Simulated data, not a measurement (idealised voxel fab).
Process module under the name voxel ribs on slabs
Xsec cut, 225 nm wide, square cell size 5 nm.
For the purposes of this document, a cross-section shall be understood as a grid of square cells, specified as bands listed in top-to-bottom order, each band consisting of one or more rows of cells.
It is stipulated that each band's entry specify, in nanometres, the height of the top of the band and then that of its bottom, followed by the materials of the band in left-to-right sequence, each together with its width in nanometres. A single material marked by the word "full width" is understood to fill the band from edge to edge; the word "empty" is understood to denote empty space.
All heights in this document are referenced to 0, defined as the level beneath which the wafer, as received, consists entirely of one material. The lowest band is not bounded below; it extends indefinitely downward and is written in the form "0 nm and below".
Think of "30->40" as a width that walks from the first number to the second as you go down the band, top row to bottom row, taking equal-sized steps from row to row.
Basically "remained unchanged" means that step didn't change any cell in the cross-section.
Empty spaces counting at least 8 cells and having no open way to the top are listed in "Unvented cavities". The notation width x height at distance is used for each, the distance being from the left edge and all three values in nm.
That trailing text on a step's line, after the settings, is the simulator's own remark on the step.
overlay nm: mask right of planned place by this much (step with mask). Neg. = left.
The steps planned for the process are as follows:
1) RECEIVE: material Si
2) DIRECTIONAL_DEP: material SiO2, thk nm 20
3) DIRECTIONAL_DEP: material SiN, thk nm 25
4) PATTERN: tone cover, mask id RIB, material resist, width nm 15, thk nm 15, overlay nm 0
5) DIRECTIONAL_ETCH: etch materials SiN, depth nm 15
6) STRIP: etch materials resist
7) MASKED_ETCH: tone cover, mask id SLAB, width nm 65, etch materials SiN, depth nm 10, overlay nm 0
8) FILL_DEP: material SiO2, thk nm 25
9) CMP: height nm 65
10) DIRECTIONAL_DEP: material TiN, thk nm 5
11) MASKED_ETCH: tone cover, mask id HEATER, width nm 25, etch materials TiN, depth nm 10, overlay nm 0
12) CONFORMAL_DEP: material SiN, thk nm 10
Wafers differ in thk nm at step 10; plan lists the first wafer's value; identical starting state.
Cut through the first of several wafers as received, post step 1:
> 0 nm and below: Si full width
> Unvented cavities: none
At the end of the module, after its last step, step 12, the first of several wafers appears in cross-section as follows:
> 80 nm to 75 nm: empty=90 | SiN=45 | empty=90
> 75 nm to 70 nm: SiN full width
> 70 nm to 65 nm: SiN=100 | TiN=25 | SiN=100
> 65 nm to 45 nm: SiO2 full width
> 45 nm to 30 nm: SiO2=105 | SiN=15 | SiO2=105
> 30 nm to 20 nm: SiO2=80 | SiN=65 | SiO2=80
> 20 nm to 0 nm: SiO2 full width
> 0 nm and below: Si full width
> Unvented cavities: none
Cross-section of the last wafer at end of module:
> 100 nm to 90 nm: empty=90 | SiN=45 | empty=90
> 90 nm to 80 nm: SiN=100 | TiN=25 | SiN=100
> 80 nm to 65 nm: TiN full width
> 65 nm to 45 nm: SiO2 full width
> 45 nm to 30 nm: SiO2=105 | SiN=15 | SiO2=105
> 30 nm to 20 nm: SiO2=80 | SiN=65 | SiO2=80
> 20 nm to 0 nm: SiO2 full width
> 0 nm and below: Si full width
> Unvented cavities: none
Below: a row per wafer. Contents at end of module: for every material, cells gained since receipt (+) or lost since receipt (-); then closed voids:
thk nm 5, +129 SiN, +550 SiO2, +5 TiN, Unvented cavities: none
thk nm 10, +133 SiN, +550 SiO2, +10 TiN, Unvented cavities: none
thk nm 15, +133 SiN, +550 SiO2, +55 TiN, Unvented cavities: none
thk nm 20, +133 SiN, +550 SiO2, +100 TiN, Unvented cavities: none
thk nm 25, +133 SiN, +550 SiO2, +145 TiN, Unvented cavities: none
